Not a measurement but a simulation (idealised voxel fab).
The process module presented herein is designated voxel double patterning.
The figure presents cross-section cut, which has a width of 180 nm and is divided into square cells with an edge length of 5 nm.
The cross-sections in this document take the form of a grid made of square cells. They are written out as bands, in order from top to bottom. Each band consists of one or more rows of cells. Band: top and bottom heights (nm) first, top before bottom; then materials from left to right, widths in nm. "throughout" marks a sole material filling the band edge to edge. "empty" denotes empty space. It should be noted that heights are counted from 0, beneath which the wafer as supplied is of one material throughout, and that the lowest band possesses no lower boundary but continues downward, as written in "0..down". A width such as "30 to 40" changes by the same amount from each row of cells to the next, from the band's top row to its bottom row. The cross-section has no changed cell in any step marked "no modifications". "Closed internal cavities" specifies each empty space that is not open to the top and that occupies no fewer than 8 cells, using the form width x height at distance, the distance measured from the left edge and all three quantities in nm. What comes after the settings on a step's line is commentary from the simulator itself on that step. overlay nm: for a step with a mask, the amount by which the mask lay right of where it was planned; a negative amount means left of it.
**Steps planned for the process**
1: RECEIVE (material Si)
2: CONFORMAL_DEP (material SiO2; thk nm 10)
3: DIRECTIONAL_DEP (material W; thk nm 20)
4: DIRECTIONAL_DEP (material SiN; thk nm 5)
5: PATTERN (tone open; mask id FIRST; material resist; width nm 15; pitch nm 50; thk nm 15; overlay nm 0)
6: DIRECTIONAL_ETCH (etch materials SiN; depth nm 5)
7: STRIP (etch materials resist)
8: DIRECTIONAL_DEP (material aC; thk nm 15)
9: PATTERN (tone open; mask id SECOND; material resist; width nm 15; pitch nm 50; thk nm 30; overlay nm 0)
10: DIRECTIONAL_ETCH (etch materials aC; depth nm 15)
11: STRIP (etch materials resist)
12: DIRECTIONAL_ETCH (etch materials SiN; depth nm 5)
13: STRIP (etch materials aC)
14: DIRECTIONAL_ETCH (etch materials W; depth nm 20)
15: STRIP (etch materials SiN)
**Cross-section of the wafer at receipt, which is the condition after step 1**
- 0..down  Si throughout
- Closed internal cavities: none
**Post-module cross-section of the first of two wafers (run per plan)**
- 30..10  W (30), empty (15), W (10), empty (15), W (10), empty (15), W (10), empty (15), W (10), empty (15), W (35)
- 10..0  SiO2 throughout
- 0..down  Si throughout
- Closed internal cavities: none
**Cross-section, second wafer: same start as the first, same plan as the first, one mistake in running it; taken at the end of the module**
- 20..0  W (30), empty (15), W (10), empty (15), W (10), empty (15), W (10), empty (15), W (10), empty (15), W (35)
- 0..down  Si throughout
- Closed internal cavities: none
So what did we get wrong on this run? with respect to the plan, step 2 was omitted and not executed
In the final state, the cell counts of the second wafer exceed or fall short of those of the first for the following materials: SiO2: 72 fewer
